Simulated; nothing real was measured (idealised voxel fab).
This is a process module. Its name is voxel ribs on slabs.
Cross-section cut spans 200 nm and uses square cells 5 nm in size.
Heads up, the way a cross-section reads in here is a grid of square cells, handed over as bands from the top down, with every band being one or more rows of cells.
What a band's entry tells you: where the top is and where the bottom is, as heights in nm, and after that what lies inside, material by material from left to right, each with its width in nm. Empty space is written as the word "air", and a single material marked with the word "edge to edge" occupies the band from edge to edge.
Heights are expressed relative to 0, this being the level below which the as-received wafer comprises one material exclusively. The lowest band is unbounded in the downward direction and is denoted as in "0 nm and below".
Note: "30 to 40" means the width goes from the first number (top row of the band) to the second number (bottom row) in equal steps per row of cells.
What does "nothing changed" mean for a step? It means no cell of the cross-section changed in that step.
If an empty space has no open way to the top and is at least 8 cells in size, "Closed cavity list" lists it, written width x height at distance, where distance is measured from the left edge and every value is in nm.
Text after the settings on a step's line: the simulator's own remark on that step.
Each step line may optionally specify "overlay nm", which for a step with a mask gives the rightward distance between the mask's planned place and where it lay, a negative value indicating the leftward direction.

### Intended process steps
1,RECEIVE, material Si
2,DIRECTIONAL_DEP, material SiO2, thk nm 25
3,DIRECTIONAL_DEP, material SiN, thk nm 15
4,DIRECTIONAL_DEP, material aC, thk nm 10
5,PATTERN, tone cover, mask id RIB, material resist, width nm 20, thk nm 30, overlay nm 0
6,DIRECTIONAL_ETCH, etch materials aC, depth nm 10
7,STRIP, etch materials resist
8,DIRECTIONAL_ETCH, etch materials SiN, depth nm 10
9,STRIP, etch materials aC
10,PATTERN, tone cover, mask id SLAB, material resist, width nm 80, thk nm 15, overlay nm 0
11,DIRECTIONAL_ETCH, etch materials SiN, depth nm 10
12,STRIP, etch materials resist
13,FILL_DEP, material SiO2, thk nm 25
14,CMP, height nm 65
15,DIRECTIONAL_DEP, material W, thk nm 10
16,PATTERN, tone cover, mask id HEATER, material resist, width nm 30, thk nm 20, overlay nm 0
17,DIRECTIONAL_ETCH, etch materials W, depth nm 10
18,STRIP, etch materials resist
19,CONFORMAL_DEP, material SiN, thk nm 5
Be aware that, although all wafers share a common starting state, the thk nm at step 3 differs among them, and the plan displays the first wafer's value.

### The as-received cross-section of the first of several wafers corresponds to the state after step 1
	0 nm and below  Si edge to edge
	Closed cavity list: none

### The figure below presents a cross-section of the first of several wafers at the conclusion of the module, following its last step, step 19
	80 nm to 75 nm  air (80) | SiN (40) | air (80)
	75 nm to 70 nm  air (80) | SiN (5) | W (30) | SiN (5) | air (80)
	70 nm to 65 nm  SiN (85) | W (30) | SiN (85)
	65 nm to 40 nm  SiO2 edge to edge
	40 nm to 30 nm  SiO2 (90) | SiN (20) | SiO2 (90)
	30 nm to 25 nm  SiO2 (60) | SiN (80) | SiO2 (60)
	25 nm to 0 nm  SiO2 edge to edge
	0 nm and below  Si edge to edge
	Closed cavity list: none

### Final wafer cross-section at module end
	80 nm to 75 nm  air (80) | SiN (40) | air (80)
	75 nm to 70 nm  air (80) | SiN (5) | W (30) | SiN (5) | air (80)
	70 nm to 65 nm  SiN (85) | W (30) | SiN (85)
	65 nm to 60 nm  SiO2 edge to edge
	60 nm to 50 nm  SiO2 (90) | SiN (20) | SiO2 (90)
	50 nm to 40 nm  SiO2 (60) | SiN (80) | SiO2 (60)
	40 nm to 25 nm  SiN edge to edge
	25 nm to 0 nm  SiO2 edge to edge
	0 nm and below  Si edge to edge
	Closed cavity list: none

### Basically each wafer gets a line in the table, showing it at the end of the module: material by material, the cells it gained (+) or lost (-) since we got it, then its closed voids
thk nm 15; +68 SiN; +496 SiO2; +12 W; Closed cavity list: none
thk nm 20; +84 SiN; +480 SiO2; +12 W; Closed cavity list: none
thk nm 25; +124 SiN; +440 SiO2; +12 W; Closed cavity list: none
thk nm 30; +164 SiN; +400 SiO2; +12 W; Closed cavity list: none
thk nm 35; +204 SiN; +360 SiO2; +12 W; Closed cavity list: none
